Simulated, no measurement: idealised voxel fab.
The following is a process module called voxel self aligned vias.
cross-section cut | 210 nm wide | cells 5 nm
In what follows, cross-sections appear as grids of square cells, described through bands that run from the top down, where every band is one or more rows of cells. For a band, the entry starts with two heights in nm, that of the top and then that of the bottom, and carries on with the band's materials in order from left to right, each alongside its width in nm; the word "edge to edge" beside a single material means it fills the band edge to edge, and "air" means empty space. Height 0 is the level under which the wafer as received is all one material. The lowest band goes on downwards, as in "z 0 and below". The expression "30->40" gives the width at the extremes of the band, the first number at its top row of cells and the second at its bottom row, with the width changing by equal amounts from each row to the next in between. Reading "nothing altered" for a step: not a cell of the cross-section changed in it. Encapsulated voids: empty space of 8 cells or more with no open way to the top, each as width x height at its distance from the left edge, in nm. Formally, on a step line, whatever follows the settings is a remark that the simulator itself makes on the step. "overlay nm" answers the question of how far to the right of plan the mask lay on a step that has a mask, and when it is negative the answer is to the left.
## Process steps (planned)
1) RECEIVE, material Si
2) CONFORMAL_DEP, material SiO2, thk nm 15
3) CONFORMAL_DEP, material SiCN, thk nm 5
4) DIRECTIONAL_DEP, material SiO2, thk nm 30
5) DIRECTIONAL_DEP, material aC, thk nm 15
6) PATTERN, tone open, mask id LINES, material resist, width nm 30, pitch nm 65, thk nm 30, overlay nm 0
7) DIRECTIONAL_ETCH, etch materials aC, depth nm 15
8) STRIP, etch materials resist
9) DIRECTIONAL_ETCH, etch materials SiO2, depth nm 30
10) STRIP, etch materials aC
11) CONFORMAL_DEP, material TiN, thk nm 5
12) FILL_DEP, material W, thk nm 10
13) CMP, height nm 50
14) SELECTIVE_ETCH, etch materials W Ru TiN, depth nm 5
15) FILL_DEP, material SiN, thk nm 10
16) CMP, height nm 50
17) DIRECTIONAL_DEP, material SiO2, thk nm 20
18) PATTERN, tone open, mask id VIAS, material resist, width nm 40, thk nm 15, overlay nm 0
19) DIRECTIONAL_ETCH, etch materials SiO2, depth nm 20
20) DIRECTIONAL_ETCH, etch materials SiN, depth nm 5
21) STRIP, etch materials resist
22) CONFORMAL_DEP, material TiN, thk nm 5
23) FILL_DEP, material Ru, thk nm 10
24) CMP, height nm 70
25) CONFORMAL_DEP, material SiN, thk nm 5
## Cross-sectional view of the wafer in its as-received condition, corresponding to the state after step 1
  z 0 and below = Si edge to edge
  Encapsulated voids: none
## Module complete - cross-section of the first of two wafers, run according to plan
  z 75 to 70 = SiN edge to edge
  z 70 to 55 = 50 of SiO2 | 5 of TiN | 30 of Ru | 5 of TiN | 120 of SiO2
  z 55 to 50 = 50 of SiO2 | 10 of TiN | 20 of Ru | 10 of TiN | 120 of SiO2
  z 50 to 45 = 55 of SiO2 | 30 of TiN | 35 of SiO2 | 30 of SiN | 60 of SiO2
  z 45 to 25 = 55 of SiO2 | 5 of TiN | 20 of W | 5 of TiN | 35 of SiO2 | 5 of TiN | 20 of W | 5 of TiN | 60 of SiO2
  z 25 to 20 = 55 of SiO2 | 30 of TiN | 35 of SiO2 | 30 of TiN | 60 of SiO2
  z 20 to 15 = SiCN edge to edge
  z 15 to 0 = SiO2 edge to edge
  z 0 and below = Si edge to edge
  Encapsulated voids: none
## Cross-sectional image of the second wafer of the two following completion of the module. Starting state and process plan were the same as for the first wafer; one execution error occurred
  z 75 to 70 = SiN edge to edge
  z 70 to 50 = 50 of SiO2 | 5 of TiN | 30 of Ru | 5 of TiN | 120 of SiO2
  z 50 to 45 = 50 of SiN | 40 of TiN | 120 of SiN
  z 45 to 40 = 60 of TiN | 20 of W | 45 of TiN | 20 of W | 65 of TiN
  z 40 to 25 = 55 of SiO2 | 5 of TiN | 20 of W | 5 of TiN | 35 of SiO2 | 5 of TiN | 20 of W | 5 of TiN | 60 of SiO2
  z 25 to 20 = 55 of SiO2 | 30 of TiN | 35 of SiO2 | 30 of TiN | 60 of SiO2
  z 20 to 15 = SiCN edge to edge
  z 15 to 0 = SiO2 edge to edge
  z 0 and below = Si edge to edge
  Encapsulated voids: none
Misprocessing identified: step 4 ran with different settings than intended, the actual operation and settings being DIRECTIONAL_DEP, material SiO2, thk nm 20
Once processing is complete, comparing cell counts shows that the second wafer has more or fewer of certain materials than the first: 2 more of Ru | 28 more of SiN | 60 fewer of SiO2 | 30 more of TiN
